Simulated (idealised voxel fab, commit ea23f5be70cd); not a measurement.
Process module under the name voxel gate over fins
Cross-sectional view cut (width: 230 nm; square cell size: 5 nm).
How to read a cross-section here: the picture is a grid of square cells, written as bands going from the top down, and any band can span one or more rows of cells.
A band entry consists of two parts. The first gives the height of the band's top and the height of its bottom, in nm. The rest lists the band's materials from left to right, each with its width in nm. A single material labelled with the word "everywhere" fills the band from edge to edge, and the word "empty" marks empty space.
We count height from 0. Below that, the starting wafer is all one material. The lowest band never ends at the bottom but goes on down; see "top 0, no bottom" for how that is written.
The width entry "30->40" should be interpreted row by row: the top row of cells in the band takes the first number, the bottom row takes the second number, and the change between adjacent rows is uniform throughout.
"nothing changed" after a step means that no cell of the cross-section changed.
Each empty space that has no open way to the top and spans at least 8 cells appears under "Voids, fully enclosed" as width x height at distance, the distance counted from the left edge, all in nm.
Whatever follows a step's settings on its line is a remark the simulator itself makes about that step.
overlay nm: mask right of planned place by this much (step with mask). Neg. = left.

Process steps foreseen in the plan:
1,RECEIVE (material Si)
2,CONFORMAL_DEP (material SiN; thk nm 5)
3,PATTERN (tone cover; mask id FINS; material resist; width nm 15; pitch nm 50; thk nm 20; overlay nm 0)
4,DIRECTIONAL_ETCH (etch materials SiN; depth nm 5)
5,DIRECTIONAL_ETCH (etch materials Si; depth nm 40)
6,STRIP (etch materials resist)
7,FILL_DEP (material SiO2; thk nm 15)
8,CMP (height nm 5)
9,PATTERN (tone open; mask id RAIL; material resist; width nm 15; thk nm 20; overlay nm 0)
10,DIRECTIONAL_ETCH (etch materials SiO2; depth nm 40)
11,STRIP (etch materials resist)
12,CONFORMAL_DEP (material TiN; thk nm 5)
13,FILL_DEP (material Ru; thk nm 5)
14,CMP (height nm 5)
15,SELECTIVE_ETCH (etch materials W Ru TiN; depth nm 15)
16,FILL_DEP (material SiO2; thk nm 5)
17,CMP (height nm 5)
18,SELECTIVE_ETCH (etch materials SiO2; depth nm 15)
19,STRIP (etch materials SiN)
20,CONFORMAL_DEP (material HfO2; thk nm 5)
21,CONFORMAL_DEP (material TiN; thk nm 5)
22,FILL_DEP (material W; thk nm 10)
23,CMP (height nm 15)
24,CONFORMAL_DEP (material SiCN; thk nm 10)
Variable across wafers: step 15 depth nm (plan value is that of the first wafer; starting state common to all).

So this is the first of several wafers, cross-sectioned as it came to us, meaning it's at the end of step 1:
    top 0, no bottom | Si everywhere
    Voids, fully enclosed: none

The rows of the table below are wafers. Looking at the end of the module, a row counts, for every material, the cells the wafer has gained, shown as (+), or lost, shown as (-), since it was received; its closed voids come next:
depth nm 15 | +58 HfO2 | +4 Ru | -296 Si | +92 SiCN | +207 SiO2 | +69 TiN | +96 W | Voids, fully enclosed: none
depth nm 20 | +58 HfO2 | +3 Ru | -296 Si | +92 SiCN | +210 SiO2 | +67 TiN | +96 W | Voids, fully enclosed: none
depth nm 25 | +58 HfO2 | +2 Ru | -296 Si | +92 SiCN | +213 SiO2 | +65 TiN | +96 W | Voids, fully enclosed: none
depth nm 30 | +58 HfO2 | +1 Ru | -296 Si | +92 SiCN | +216 SiO2 | +63 TiN | +96 W | Voids, fully enclosed: none
depth nm 35 | +58 HfO2 | -296 Si | +92 SiCN | +219 SiO2 | +61 TiN | +96 W | Voids, fully enclosed: none
depth nm 40 | +58 HfO2 | -296 Si | +92 SiCN | +222 SiO2 | +58 TiN | +96 W | Voids, fully enclosed: none
